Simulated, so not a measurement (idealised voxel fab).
The name of this process module is voxel self aligned contacts.
Shown is cross-section cut, with a width of 170 nm and square cells of size 5 nm.
Just so we're on the same page, the cross-sections are grids of square cells, and they're listed out in bands top to bottom, each band one or more rows deep. Band: top height; bottom height; in nm. Then, left to right: material with width in nm, for each material. "throughout": a single material spanning edge to edge. "air": empty space. We count height from 0. Below that, the starting wafer is all one material. The lowest band never ends at the bottom but goes on down; see "z 0 and below" for how that is written. Width "30->40": first value at the band's top row of cells, second value at its bottom row, equal change from row to row. Step note "remains unaltered" = no cross-section cell changed. You'll see "Listed closed voids" listing empty spaces that have no way open to the top, as long as they're 8 cells or more; the notation is width x height at distance, where the distance is from the left edge, and all of it is in nm. Past the settings on a step's line: simulator remark, on that step. Regarding "overlay nm": on a step with a mask, it is the distance the mask lay to the right of its planned place; a negative value places it to the left.
Planned process steps:
| 1 | RECEIVE [material Si] |
| 2 | CONFORMAL_DEP [material SiO2] [thk nm 5] |
| 3 | DIRECTIONAL_DEP [material polySi] [thk nm 30] |
| 4 | DIRECTIONAL_DEP [material SiN] [thk nm 25] |
| 5 | MASKED_ETCH [tone cover] [mask id GATE] [width nm 30] [pitch nm 70] [etch materials SiN] [depth nm 25] [overlay nm 0] |
| 6 | MASKED_ETCH [tone cover] [mask id GATE] [width nm 30] [pitch nm 70] [etch materials polySi] [depth nm 30] [overlay nm 0] |
| 7 | CONFORMAL_DEP [material SiN] [thk nm 10] |
| 8 | DIRECTIONAL_ETCH [etch materials SiN] [depth nm 10] |
| 9 | FILL_DEP [material SiO2] [thk nm 10] |
| 10 | CMP [height nm 65] |
| 11 | DIRECTIONAL_DEP [material aC] [thk nm 15] |
| 12 | PATTERN [tone open] [mask id CONTACT] [material resist] [width nm 50] [thk nm 35] [overlay nm 0] |
| 13 | DIRECTIONAL_ETCH [etch materials aC] [depth nm 15] |
| 14 | STRIP [etch materials resist] |
| 15 | DIRECTIONAL_ETCH [etch materials SiO2] [depth nm 65] |
| 16 | STRIP [etch materials aC] |
| 17 | CONFORMAL_DEP [material TiN] [thk nm 5] |
| 18 | FILL_DEP [material W] [thk nm 5] |
| 19 | CMP [height nm 65] |
| 20 | CONFORMAL_DEP [material SiN] [thk nm 5] |
Step 1 complete: cross-section of the wafer as received:
  z 0 and below: Si throughout
  Listed closed voids: none
Sectioned view, first of two wafers, at the close of the module, processed as intended in the plan:
  z 70 to 65: SiN throughout
  z 65 to 60: 60 of SiO2; 20 of TiN; 10 of W; 20 of TiN; 60 of SiO2
  z 60 to 35: 25 of SiO2; 50 of SiN; 5 of TiN; 10 of W; 5 of TiN; 50 of SiN; 25 of SiO2
  z 35 to 5: 25 of SiO2; 10 of SiN; 30 of polySi; 10 of SiN; 5 of TiN; 10 of W; 5 of TiN; 10 of SiN; 30 of polySi; 10 of SiN; 25 of SiO2
  z 5 to 0: 75 of SiO2; 20 of TiN; 75 of SiO2
  z 0 and below: Si throughout
  Listed closed voids: none
Cross-sectional view of the second of two wafers upon completion of the module. This wafer shared its starting condition and process plan with the first; one error was made during its execution:
  z 70 to 65: SiN throughout
  z 65 to 60: 60 of SiO2; 50 of TiN; 60 of SiO2
  z 60 to 35: W throughout
  z 35 to 5: polySi throughout
  z 5 to 0: SiO2 throughout
  z 0 and below: Si throughout
  Listed closed voids: none
What was done differently from what was planned? it should be noted that step 4 was executed with settings other than those planned, the operation and settings actually applied being DIRECTIONAL_DEP [material W] [thk nm 25]
Looking at both finished wafers in cells, the second ends up ahead of or behind the first on some materials: 148 fewer of SiN | 106 fewer of SiO2 | 24 fewer of TiN | 146 more of W | 132 more of polySi
